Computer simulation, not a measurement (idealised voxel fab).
process module | voxel wiring stack
cross-section cut | 280 nm wide | cells 5 nm
A cross-section is a grid of square cells, given in bands from the top down. A band is one or more rows of cells.
Each band's line starts with the height of the band's top and of its bottom, in nm. Then come its materials from left to right, each with its width in nm. One material with "throughout" fills the band from edge to edge. "air" is empty space.
Height 0 is the level under which the wafer as received is all one material. The lowest band goes on downwards, as in "0 down".
A width such as "30 to 40" changes by the same amount from each row of cells to the next, from the band's top row to its bottom row.
"no change" after a step means that no cell of the cross-section changed.
closed voids: empty space of 8 cells or more with no open way to the top, each as width x height at its distance from the left edge, in nm
after a step's settings: what the simulator itself notes on the step
overlay nm, on a step with a mask: how far to the right of its planned place the mask lay; to the left if negative
plan
1 op RECEIVE | material Si
2 op CONFORMAL_DEP | material SiO2 | thk nm 10
3 op DIRECTIONAL_DEP | material TiN | thk nm 5
4 op DIRECTIONAL_DEP | material W | thk nm 15
5 op MASKED_ETCH | tone cover | mask id METAL_1 | width nm 25 | pitch nm 40 | etch materials W | depth nm 15 | overlay nm 0
6 op MASKED_ETCH | tone cover | mask id METAL_1 | width nm 25 | pitch nm 40 | etch materials TiN | depth nm 5 | overlay nm 0
7 op CONFORMAL_DEP | material SiCN | thk nm 5
8 op FILL_DEP | material SiO2 | thk nm 5
9 op CMP | height nm 30
10 op CONFORMAL_DEP | material SiCN | thk nm 5
11 op DIRECTIONAL_DEP | material SiO2 | thk nm 20
12 op DIRECTIONAL_DEP | material aC | thk nm 15
13 op PATTERN | tone open | mask id PLUG_1 | material resist | width nm 15 | pitch nm 40 | thk nm 35 | overlay nm 0
14 op DIRECTIONAL_ETCH | etch materials aC | depth nm 15
15 op STRIP | etch materials resist
16 op DIRECTIONAL_ETCH | etch materials SiO2 | depth nm 20
17 op DIRECTIONAL_ETCH | etch materials SiCN | depth nm 5
18 op STRIP | etch materials aC
19 op CONFORMAL_DEP | material TiN | thk nm 5
20 op FILL_DEP | material Cu | thk nm 5
21 op CMP | height nm 55
22 op DIRECTIONAL_DEP | material TiN | thk nm 5
23 op DIRECTIONAL_DEP | material W | thk nm 15
24 op DIRECTIONAL_DEP | material aC | thk nm 15
25 op PATTERN | tone cover | mask id METAL_2 | material resist | width nm 25 | pitch nm 40 | thk nm 35 | overlay nm 0
26 op DIRECTIONAL_ETCH | etch materials aC | depth nm 15
27 op STRIP | etch materials resist
28 op DIRECTIONAL_ETCH | etch materials W | depth nm 15
29 op DIRECTIONAL_ETCH | etch materials TiN | depth nm 5
30 op STRIP | etch materials aC
31 op CONFORMAL_DEP | material SiN | thk nm 5
32 op FILL_DEP | material SiO2 | thk nm 5
33 op CMP | height nm 75
34 op CONFORMAL_DEP | material SiCN | thk nm 5
35 op DIRECTIONAL_DEP | material lowk | thk nm 30
36 op MASKED_ETCH | tone open | mask id METAL_3 | width nm 25 | pitch nm 40 | etch materials lowk | depth nm 20 | overlay nm 0
37 op DIRECTIONAL_DEP | material aC | thk nm 15
38 op PATTERN | tone open | mask id METAL_3_HOLES | material resist | width nm 15 | pitch nm 40 | thk nm 35 | overlay nm 0
39 op DIRECTIONAL_ETCH | etch materials aC | depth nm 15
40 op STRIP | etch materials resist
41 op DIRECTIONAL_ETCH | etch materials lowk | depth nm 10
42 op DIRECTIONAL_ETCH | etch materials SiCN | depth nm 5
43 op STRIP | etch materials aC
44 op CONFORMAL_DEP | material TiN | thk nm 5
45 op FILL_DEP | material Cu | thk nm 10
46 op CMP | height nm 110
47 op CONFORMAL_DEP | material SiCN | thk nm 5
48 op DIRECTIONAL_DEP | material SiO2 | thk nm 15
49 op DIRECTIONAL_DEP | material aC | thk nm 15
50 op PATTERN | tone open | mask id PLUG_3 | material resist | width nm 15 | thk nm 30 | overlay nm 0
51 op DIRECTIONAL_ETCH | etch materials aC | depth nm 15
52 op STRIP | etch materials resist
53 op DIRECTIONAL_ETCH | etch materials SiO2 | depth nm 15
54 op DIRECTIONAL_ETCH | etch materials SiCN | depth nm 5
55 op STRIP | etch materials aC
56 op CONFORMAL_DEP | material TiN | thk nm 5
57 op FILL_DEP | material Ru | thk nm 5
58 op CMP | height nm 130
59 op DIRECTIONAL_DEP | material TiN | thk nm 5
60 op DIRECTIONAL_DEP | material Ru | thk nm 25
61 op DIRECTIONAL_DEP | material aC | thk nm 10
62 op PATTERN | tone cover | mask id METAL_4 | material resist | width nm 25 | pitch nm 40 | thk nm 25 | overlay nm 0
63 op DIRECTIONAL_ETCH | etch materials aC | depth nm 10
64 op STRIP | etch materials resist
65 op DIRECTIONAL_ETCH | etch materials Ru | depth nm 25
66 op DIRECTIONAL_ETCH | etch materials TiN | depth nm 5
67 op STRIP | etch materials aC
68 op CONFORMAL_DEP | material SiN | thk nm 5
69 op FILL_DEP | material lowk | thk nm 10
70 op CMP | height nm 160
71 op CONFORMAL_DEP | material SiCN | thk nm 5
first wafer, as planned
as received, after step 1
  0 down: Si throughout
  closed voids: none
after step 2
  10 to 0: SiO2 throughout
  below 0: unchanged
after step 3
  15 to 10: TiN throughout
  below 10: unchanged
after step 4
  30 to 15: W throughout
  below 15: unchanged
after step 5
  30 to 15: air 105 | W 25 | air 15 | W 25 | air 110
  below 15: unchanged
after step 6
  30 to 15: air 105 | W 25 | air 15 | W 25 | air 110
  15 to 10: air 105 | TiN 25 | air 15 | TiN 25 | air 110
  below 10: unchanged
after step 7
  35 to 30: air 100 | SiCN 35 | air 5 | SiCN 35 | air 105
  30 to 15: air 100 | SiCN 5 | W 25 | SiCN 5 | air 5 | SiCN 5 | W 25 | SiCN 5 | air 105
  15 to 10: SiCN 105 | TiN 25 | SiCN 15 | TiN 25 | SiCN 110
  below 10: unchanged
after step 8
  40 to 35: SiO2 throughout
  35 to 30: SiO2 100 | SiCN 35 | SiO2 5 | SiCN 35 | SiO2 105
  30 to 15: SiO2 100 | SiCN 5 | W 25 | SiCN 5 | SiO2 5 | SiCN 5 | W 25 | SiCN 5 | SiO2 105
  below 15: unchanged
after step 9
  30 to 15: SiO2 100 | SiCN 5 | W 25 | SiCN 5 | SiO2 5 | SiCN 5 | W 25 | SiCN 5 | SiO2 105
  below 15: unchanged
after step 10
  35 to 30: SiCN throughout
  below 30: unchanged
after step 11
  55 to 35: SiO2 throughout
  below 35: unchanged
after step 12
  70 to 55: aC throughout
  below 55: unchanged
after step 13
  105 to 70: resist 105 | air 15 | resist 25 | air 15 | resist 120
  below 70: unchanged
after step 14
  90 to 70: resist 105 | air 15 | resist 25 | air 15 | resist 120
  70 to 55: aC 105 | air 15 | aC 25 | air 15 | aC 120
  below 55: unchanged
after step 15
  70 to 55: aC 105 | air 15 | aC 25 | air 15 | aC 120
  below 55: unchanged
after step 16
  70 to 55: aC 105 | air 15 | aC 25 | air 15 | aC 120
  55 to 35: SiO2 105 | air 15 | SiO2 25 | air 15 | SiO2 120
  below 35: unchanged
after step 17
  70 to 55: aC 105 | air 15 | aC 25 | air 15 | aC 120
  55 to 35: SiO2 105 | air 15 | SiO2 25 | air 15 | SiO2 120
  35 to 30: SiCN 105 | air 15 | SiCN 25 | air 15 | SiCN 120
  below 30: unchanged
after step 18
  55 to 35: SiO2 105 | air 15 | SiO2 25 | air 15 | SiO2 120
  below 35: unchanged
after step 19
  60 to 55: TiN 110 | air 5 | TiN 35 | air 5 | TiN 125
  55 to 35: SiO2 105 | TiN 5 | air 5 | TiN 5 | SiO2 25 | TiN 5 | air 5 | TiN 5 | SiO2 120
  35 to 30: SiCN 105 | TiN 15 | SiCN 25 | TiN 15 | SiCN 120
  below 30: unchanged
after step 20
  65 to 60: Cu throughout
  60 to 55: TiN 110 | Cu 5 | TiN 35 | Cu 5 | TiN 125
  55 to 35: SiO2 105 | TiN 5 | Cu 5 | TiN 5 | SiO2 25 | TiN 5 | Cu 5 | TiN 5 | SiO2 120
  below 35: unchanged
after step 21
  55 to 35: SiO2 105 | TiN 5 | Cu 5 | TiN 5 | SiO2 25 | TiN 5 | Cu 5 | TiN 5 | SiO2 120
  below 35: unchanged
after step 22
  60 to 55: TiN throughout
  below 55: unchanged
after step 23
  75 to 60: W throughout
  below 60: unchanged
after step 24
  90 to 75: aC throughout
  below 75: unchanged
after step 25
  125 to 90: air 105 | resist 25 | air 15 | resist 25 | air 110
  below 90: unchanged
after step 26
  110 to 90: air 105 | resist 25 | air 15 | resist 25 | air 110
  90 to 75: air 105 | aC 25 | air 15 | aC 25 | air 110
  below 75: unchanged
after step 27
  90 to 75: air 105 | aC 25 | air 15 | aC 25 | air 110
  below 75: unchanged
after step 28
  90 to 75: air 105 | aC 25 | air 15 | aC 25 | air 110
  75 to 60: air 105 | W 25 | air 15 | W 25 | air 110
  below 60: unchanged
after step 29
  90 to 75: air 105 | aC 25 | air 15 | aC 25 | air 110
  75 to 60: air 105 | W 25 | air 15 | W 25 | air 110
  60 to 55: air 105 | TiN 25 | air 15 | TiN 25 | air 110
  below 55: unchanged
after step 30
  75 to 60: air 105 | W 25 | air 15 | W 25 | air 110
  below 60: unchanged
after step 31
  80 to 75: air 100 | SiN 35 | air 5 | SiN 35 | air 105
  75 to 60: air 100 | SiN 5 | W 25 | SiN 5 | air 5 | SiN 5 | W 25 | SiN 5 | air 105
  60 to 55: SiN 105 | TiN 25 | SiN 15 | TiN 25 | SiN 110
  below 55: unchanged
after step 32
  85 to 80: SiO2 throughout
  80 to 75: SiO2 100 | SiN 35 | SiO2 5 | SiN 35 | SiO2 105
  75 to 60: SiO2 100 | SiN 5 | W 25 | SiN 5 | SiO2 5 | SiN 5 | W 25 | SiN 5 | SiO2 105
  below 60: unchanged
after step 33
  75 to 60: SiO2 100 | SiN 5 | W 25 | SiN 5 | SiO2 5 | SiN 5 | W 25 | SiN 5 | SiO2 105
  below 60: unchanged
after step 34
  80 to 75: SiCN throughout
  below 75: unchanged
after step 35
  110 to 80: lowk throughout
  below 80: unchanged
after step 36
  110 to 90: lowk 105 | air 25 | lowk 15 | air 25 | lowk 110
  below 90: unchanged
after step 37
  125 to 110: aC 105 | air 25 | aC 15 | air 25 | aC 110
  110 to 105: lowk 105 | air 25 | lowk 15 | air 25 | lowk 110
  105 to 90: lowk 105 | aC 25 | lowk 15 | aC 25 | lowk 110
  below 90: unchanged
after step 38
  160 to 125: resist 105 | air 15 | resist 25 | air 15 | resist 120
  125 to 110: aC 105 | air 15 | resist 10 | aC 15 | air 15 | resist 10 | aC 110
  110 to 105: lowk 105 | air 15 | resist 10 | lowk 15 | air 15 | resist 10 | lowk 110
  below 105: unchanged
after step 39
  145 to 125: resist 105 | air 15 | resist 25 | air 15 | resist 120
  125 to 110: aC 105 | air 15 | resist 10 | aC 15 | air 15 | resist 10 | aC 110
  110 to 105: lowk 105 | air 15 | resist 10 | lowk 15 | air 15 | resist 10 | lowk 110
  105 to 90: lowk 105 | air 15 | aC 10 | lowk 15 | air 15 | aC 10 | lowk 110
  below 90: unchanged
after step 40
  125 to 110: aC 105 | air 25 | aC 15 | air 25 | aC 110
  110 to 105: lowk 105 | air 25 | lowk 15 | air 25 | lowk 110
  below 105: unchanged
after step 41
  125 to 110: aC 105 | air 25 | aC 15 | air 25 | aC 110
  110 to 105: lowk 105 | air 25 | lowk 15 | air 25 | lowk 110
  105 to 90: lowk 105 | air 15 | aC 10 | lowk 15 | air 15 | aC 10 | lowk 110
  90 to 80: lowk 105 | air 15 | lowk 25 | air 15 | lowk 120
  below 80: unchanged
after step 42
  125 to 110: aC 105 | air 25 | aC 15 | air 25 | aC 110
  110 to 105: lowk 105 | air 25 | lowk 15 | air 25 | lowk 110
  105 to 90: lowk 105 | air 15 | aC 10 | lowk 15 | air 15 | aC 10 | lowk 110
  90 to 80: lowk 105 | air 15 | lowk 25 | air 15 | lowk 120
  80 to 75: SiCN 105 | air 15 | SiCN 25 | air 15 | SiCN 120
  below 75: unchanged
after step 43
  110 to 90: lowk 105 | air 25 | lowk 15 | air 25 | lowk 110
  below 90: unchanged
after step 44
  115 to 110: TiN 110 | air 15 | TiN 25 | air 15 | TiN 115
  110 to 95: lowk 105 | TiN 5 | air 15 | TiN 5 | lowk 15 | TiN 5 | air 15 | TiN 5 | lowk 110
  95 to 90: lowk 105 | TiN 5 | air 5 | TiN 15 | lowk 15 | TiN 5 | air 5 | TiN 15 | lowk 110
  90 to 80: lowk 105 | TiN 5 | air 5 | TiN 5 | lowk 25 | TiN 5 | air 5 | TiN 5 | lowk 120
  80 to 75: SiCN 105 | TiN 15 | SiCN 25 | TiN 15 | SiCN 120
  below 75: unchanged
after step 45
  125 to 115: Cu throughout
  115 to 110: TiN 110 | Cu 15 | TiN 25 | Cu 15 | TiN 115
  110 to 95: lowk 105 | TiN 5 | Cu 15 | TiN 5 | lowk 15 | TiN 5 | Cu 15 | TiN 5 | lowk 110
  95 to 90: lowk 105 | TiN 5 | Cu 5 | TiN 15 | lowk 15 | TiN 5 | Cu 5 | TiN 15 | lowk 110
  90 to 80: lowk 105 | TiN 5 | Cu 5 | TiN 5 | lowk 25 | TiN 5 | Cu 5 | TiN 5 | lowk 120
  below 80: unchanged
after step 46
  110 to 95: lowk 105 | TiN 5 | Cu 15 | TiN 5 | lowk 15 | TiN 5 | Cu 15 | TiN 5 | lowk 110
  below 95: unchanged
after step 47
  115 to 110: SiCN throughout
  below 110: unchanged
after step 48
  130 to 115: SiO2 throughout
  below 115: unchanged
after step 49
  145 to 130: aC throughout
  below 130: unchanged
after step 50
  175 to 145: resist 105 | air 15 | resist 160
  below 145: unchanged
after step 51
  160 to 145: resist 105 | air 15 | resist 160
  145 to 130: aC 105 | air 15 | aC 160
  below 130: unchanged
after step 52
  145 to 130: aC 105 | air 15 | aC 160
  below 130: unchanged
after step 53
  145 to 130: aC 105 | air 15 | aC 160
  130 to 115: SiO2 105 | air 15 | SiO2 160
  below 115: unchanged
after step 54
  145 to 130: aC 105 | air 15 | aC 160
  130 to 115: SiO2 105 | air 15 | SiO2 160
  115 to 110: SiCN 105 | air 15 | SiCN 160
  below 110: unchanged
after step 55
  130 to 115: SiO2 105 | air 15 | SiO2 160
  below 115: unchanged
after step 56
  135 to 130: TiN 110 | air 5 | TiN 165
  130 to 115: SiO2 105 | TiN 5 | air 5 | TiN 5 | SiO2 160
  115 to 110: SiCN 105 | TiN 15 | SiCN 160
  below 110: unchanged
after step 57
  140 to 135: Ru throughout
  135 to 130: TiN 110 | Ru 5 | TiN 165
  130 to 115: SiO2 105 | TiN 5 | Ru 5 | TiN 5 | SiO2 160
  below 115: unchanged
after step 58
  130 to 115: SiO2 105 | TiN 5 | Ru 5 | TiN 5 | SiO2 160
  below 115: unchanged
after step 59
  135 to 130: TiN throughout
  below 130: unchanged
after step 60
  160 to 135: Ru throughout
  below 135: unchanged
after step 61
  170 to 160: aC throughout
  below 160: unchanged
after step 62
  195 to 170: air 105 | resist 25 | air 15 | resist 25 | air 110
  below 170: unchanged
after step 63
  185 to 170: air 105 | resist 25 | air 15 | resist 25 | air 110
  170 to 160: air 105 | aC 25 | air 15 | aC 25 | air 110
  below 160: unchanged
after step 64
  170 to 160: air 105 | aC 25 | air 15 | aC 25 | air 110
  below 160: unchanged
after step 65
  170 to 160: air 105 | aC 25 | air 15 | aC 25 | air 110
  160 to 135: air 105 | Ru 25 | air 15 | Ru 25 | air 110
  below 135: unchanged
after step 66
  170 to 160: air 105 | aC 25 | air 15 | aC 25 | air 110
  160 to 135: air 105 | Ru 25 | air 15 | Ru 25 | air 110
  135 to 130: air 105 | TiN 25 | air 15 | TiN 25 | air 110
  below 130: unchanged
after step 67
  160 to 135: air 105 | Ru 25 | air 15 | Ru 25 | air 110
  below 135: unchanged
after step 68
  165 to 160: air 100 | SiN 35 | air 5 | SiN 35 | air 105
  160 to 135: air 100 | SiN 5 | Ru 25 | SiN 5 | air 5 | SiN 5 | Ru 25 | SiN 5 | air 105
  135 to 130: SiN 105 | TiN 25 | SiN 15 | TiN 25 | SiN 110
  below 130: unchanged
after step 69
  175 to 165: lowk throughout
  165 to 160: lowk 100 | SiN 35 | lowk 5 | SiN 35 | lowk 105
  160 to 135: lowk 100 | SiN 5 | Ru 25 | SiN 5 | lowk 5 | SiN 5 | Ru 25 | SiN 5 | lowk 105
  below 135: unchanged
after step 70
  160 to 135: lowk 100 | SiN 5 | Ru 25 | SiN 5 | lowk 5 | SiN 5 | Ru 25 | SiN 5 | lowk 105
  below 135: unchanged
after step 71
  165 to 160: SiCN throughout
  below 160: unchanged
second wafer: like start, like plan, one mistake. Through step 20 it matches the first wafer
when step 21 should have ended
  45 to 35: SiO2 105 | TiN 5 | Cu 5 | TiN 5 | SiO2 25 | TiN 5 | Cu 5 | TiN 5 | SiO2 120
  below 35: unchanged
when step 22 should have ended
  50 to 45: TiN throughout
  below 45: unchanged
when step 23 should have ended
  65 to 50: W throughout
  below 50: unchanged
when step 24 should have ended
  80 to 65: aC throughout
  below 65: unchanged
when step 25 should have ended
  115 to 80: air 105 | resist 25 | air 15 | resist 25 | air 110
  below 80: unchanged
when step 26 should have ended
  100 to 80: air 105 | resist 25 | air 15 | resist 25 | air 110
  80 to 65: air 105 | aC 25 | air 15 | aC 25 | air 110
  below 65: unchanged
when step 27 should have ended
  80 to 65: air 105 | aC 25 | air 15 | aC 25 | air 110
  below 65: unchanged
when step 28 should have ended
  80 to 65: air 105 | aC 25 | air 15 | aC 25 | air 110
  65 to 50: air 105 | W 25 | air 15 | W 25 | air 110
  below 50: unchanged
when step 29 should have ended
  80 to 65: air 105 | aC 25 | air 15 | aC 25 | air 110
  65 to 50: air 105 | W 25 | air 15 | W 25 | air 110
  50 to 45: air 105 | TiN 25 | air 15 | TiN 25 | air 110
  below 45: unchanged
when step 30 should have ended
  65 to 50: air 105 | W 25 | air 15 | W 25 | air 110
  below 50: unchanged
when step 31 should have ended
  70 to 65: air 100 | SiN 35 | air 5 | SiN 35 | air 105
  65 to 50: air 100 | SiN 5 | W 25 | SiN 5 | air 5 | SiN 5 | W 25 | SiN 5 | air 105
  50 to 45: SiN 105 | TiN 25 | SiN 15 | TiN 25 | SiN 110
  below 45: unchanged
when step 32 should have ended
  75 to 70: SiO2 throughout
  70 to 65: SiO2 100 | SiN 35 | SiO2 5 | SiN 35 | SiO2 105
  65 to 50: SiO2 100 | SiN 5 | W 25 | SiN 5 | SiO2 5 | SiN 5 | W 25 | SiN 5 | SiO2 105
  below 50: unchanged
when step 33 should have ended: no change
when step 34 should have ended
  80 to 75: SiCN throughout
  below 75: unchanged
when step 35 should have ended
  110 to 80: lowk throughout
  below 80: unchanged
when step 36 should have ended
  110 to 90: lowk 105 | air 25 | lowk 15 | air 25 | lowk 110
  below 90: unchanged
when step 37 should have ended
  125 to 110: aC 105 | air 25 | aC 15 | air 25 | aC 110
  110 to 105: lowk 105 | air 25 | lowk 15 | air 25 | lowk 110
  105 to 90: lowk 105 | aC 25 | lowk 15 | aC 25 | lowk 110
  below 90: unchanged
when step 38 should have ended
  160 to 125: resist 105 | air 15 | resist 25 | air 15 | resist 120
  125 to 110: aC 105 | air 15 | resist 10 | aC 15 | air 15 | resist 10 | aC 110
  110 to 105: lowk 105 | air 15 | resist 10 | lowk 15 | air 15 | resist 10 | lowk 110
  below 105: unchanged
when step 39 should have ended
  145 to 125: resist 105 | air 15 | resist 25 | air 15 | resist 120
  125 to 110: aC 105 | air 15 | resist 10 | aC 15 | air 15 | resist 10 | aC 110
  110 to 105: lowk 105 | air 15 | resist 10 | lowk 15 | air 15 | resist 10 | lowk 110
  105 to 90: lowk 105 | air 15 | aC 10 | lowk 15 | air 15 | aC 10 | lowk 110
  below 90: unchanged
when step 40 should have ended
  125 to 110: aC 105 | air 25 | aC 15 | air 25 | aC 110
  110 to 105: lowk 105 | air 25 | lowk 15 | air 25 | lowk 110
  below 105: unchanged
when step 41 should have ended
  125 to 110: aC 105 | air 25 | aC 15 | air 25 | aC 110
  110 to 105: lowk 105 | air 25 | lowk 15 | air 25 | lowk 110
  105 to 90: lowk 105 | air 15 | aC 10 | lowk 15 | air 15 | aC 10 | lowk 110
  90 to 80: lowk 105 | air 15 | lowk 25 | air 15 | lowk 120
  below 80: unchanged
when step 42 should have ended
  125 to 110: aC 105 | air 25 | aC 15 | air 25 | aC 110
  110 to 105: lowk 105 | air 25 | lowk 15 | air 25 | lowk 110
  105 to 90: lowk 105 | air 15 | aC 10 | lowk 15 | air 15 | aC 10 | lowk 110
  90 to 80: lowk 105 | air 15 | lowk 25 | air 15 | lowk 120
  80 to 75: SiCN 105 | air 15 | SiCN 25 | air 15 | SiCN 120
  below 75: unchanged
when step 43 should have ended
  110 to 90: lowk 105 | air 25 | lowk 15 | air 25 | lowk 110
  below 90: unchanged
when step 44 should have ended
  115 to 110: TiN 110 | air 15 | TiN 25 | air 15 | TiN 115
  110 to 95: lowk 105 | TiN 5 | air 15 | TiN 5 | lowk 15 | TiN 5 | air 15 | TiN 5 | lowk 110
  95 to 90: lowk 105 | TiN 5 | air 5 | TiN 15 | lowk 15 | TiN 5 | air 5 | TiN 15 | lowk 110
  90 to 80: lowk 105 | TiN 5 | air 5 | TiN 5 | lowk 25 | TiN 5 | air 5 | TiN 5 | lowk 120
  80 to 75: SiCN 105 | TiN 15 | SiCN 25 | TiN 15 | SiCN 120
  below 75: unchanged
when step 45 should have ended
  125 to 115: Cu throughout
  115 to 110: TiN 110 | Cu 15 | TiN 25 | Cu 15 | TiN 115
  110 to 95: lowk 105 | TiN 5 | Cu 15 | TiN 5 | lowk 15 | TiN 5 | Cu 15 | TiN 5 | lowk 110
  95 to 90: lowk 105 | TiN 5 | Cu 5 | TiN 15 | lowk 15 | TiN 5 | Cu 5 | TiN 15 | lowk 110
  90 to 80: lowk 105 | TiN 5 | Cu 5 | TiN 5 | lowk 25 | TiN 5 | Cu 5 | TiN 5 | lowk 120
  below 80: unchanged
when step 46 should have ended
  110 to 95: lowk 105 | TiN 5 | Cu 15 | TiN 5 | lowk 15 | TiN 5 | Cu 15 | TiN 5 | lowk 110
  below 95: unchanged
when step 47 should have ended
  115 to 110: SiCN throughout
  below 110: unchanged
when step 48 should have ended
  130 to 115: SiO2 throughout
  below 115: unchanged
when step 49 should have ended
  145 to 130: aC throughout
  below 130: unchanged
when step 50 should have ended
  175 to 145: resist 105 | air 15 | resist 160
  below 145: unchanged
when step 51 should have ended
  160 to 145: resist 105 | air 15 | resist 160
  145 to 130: aC 105 | air 15 | aC 160
  below 130: unchanged
when step 52 should have ended
  145 to 130: aC 105 | air 15 | aC 160
  below 130: unchanged
when step 53 should have ended
  145 to 130: aC 105 | air 15 | aC 160
  130 to 115: SiO2 105 | air 15 | SiO2 160
  below 115: unchanged
when step 54 should have ended
  145 to 130: aC 105 | air 15 | aC 160
  130 to 115: SiO2 105 | air 15 | SiO2 160
  115 to 110: SiCN 105 | air 15 | SiCN 160
  below 110: unchanged
when step 55 should have ended
  130 to 115: SiO2 105 | air 15 | SiO2 160
  below 115: unchanged
when step 56 should have ended
  135 to 130: TiN 110 | air 5 | TiN 165
  130 to 115: SiO2 105 | TiN 5 | air 5 | TiN 5 | SiO2 160
  115 to 110: SiCN 105 | TiN 15 | SiCN 160
  below 110: unchanged
when step 57 should have ended
  140 to 135: Ru throughout
  135 to 130: TiN 110 | Ru 5 | TiN 165
  130 to 115: SiO2 105 | TiN 5 | Ru 5 | TiN 5 | SiO2 160
  below 115: unchanged
when step 58 should have ended
  130 to 115: SiO2 105 | TiN 5 | Ru 5 | TiN 5 | SiO2 160
  below 115: unchanged
when step 59 should have ended
  135 to 130: TiN throughout
  below 130: unchanged
when step 60 should have ended
  160 to 135: Ru throughout
  below 135: unchanged
when step 61 should have ended
  170 to 160: aC throughout
  below 160: unchanged
when step 62 should have ended
  195 to 170: air 105 | resist 25 | air 15 | resist 25 | air 110
  below 170: unchanged
when step 63 should have ended
  185 to 170: air 105 | resist 25 | air 15 | resist 25 | air 110
  170 to 160: air 105 | aC 25 | air 15 | aC 25 | air 110
  below 160: unchanged
when step 64 should have ended
  170 to 160: air 105 | aC 25 | air 15 | aC 25 | air 110
  below 160: unchanged
when step 65 should have ended
  170 to 160: air 105 | aC 25 | air 15 | aC 25 | air 110
  160 to 135: air 105 | Ru 25 | air 15 | Ru 25 | air 110
  below 135: unchanged
when step 66 should have ended
  170 to 160: air 105 | aC 25 | air 15 | aC 25 | air 110
  160 to 135: air 105 | Ru 25 | air 15 | Ru 25 | air 110
  135 to 130: air 105 | TiN 25 | air 15 | TiN 25 | air 110
  below 130: unchanged
when step 67 should have ended
  160 to 135: air 105 | Ru 25 | air 15 | Ru 25 | air 110
  below 135: unchanged
when step 68 should have ended
  165 to 160: air 100 | SiN 35 | air 5 | SiN 35 | air 105
  160 to 135: air 100 | SiN 5 | Ru 25 | SiN 5 | air 5 | SiN 5 | Ru 25 | SiN 5 | air 105
  135 to 130: SiN 105 | TiN 25 | SiN 15 | TiN 25 | SiN 110
  below 130: unchanged
when step 69 should have ended
  175 to 165: lowk throughout
  165 to 160: lowk 100 | SiN 35 | lowk 5 | SiN 35 | lowk 105
  160 to 135: lowk 100 | SiN 5 | Ru 25 | SiN 5 | lowk 5 | SiN 5 | Ru 25 | SiN 5 | lowk 105
  below 135: unchanged
when step 70 should have ended
  160 to 135: lowk 100 | SiN 5 | Ru 25 | SiN 5 | lowk 5 | SiN 5 | Ru 25 | SiN 5 | lowk 105
  below 135: unchanged
when step 71 should have ended
  165 to 160: SiCN throughout
  below 160: unchanged
what went wrong: step 21 ran as: op CMP | height nm 45
at the end the second wafer has, in cells: 4 fewer of Cu | 14 more of SiN | 2 fewer of SiO2 | 8 fewer of TiN
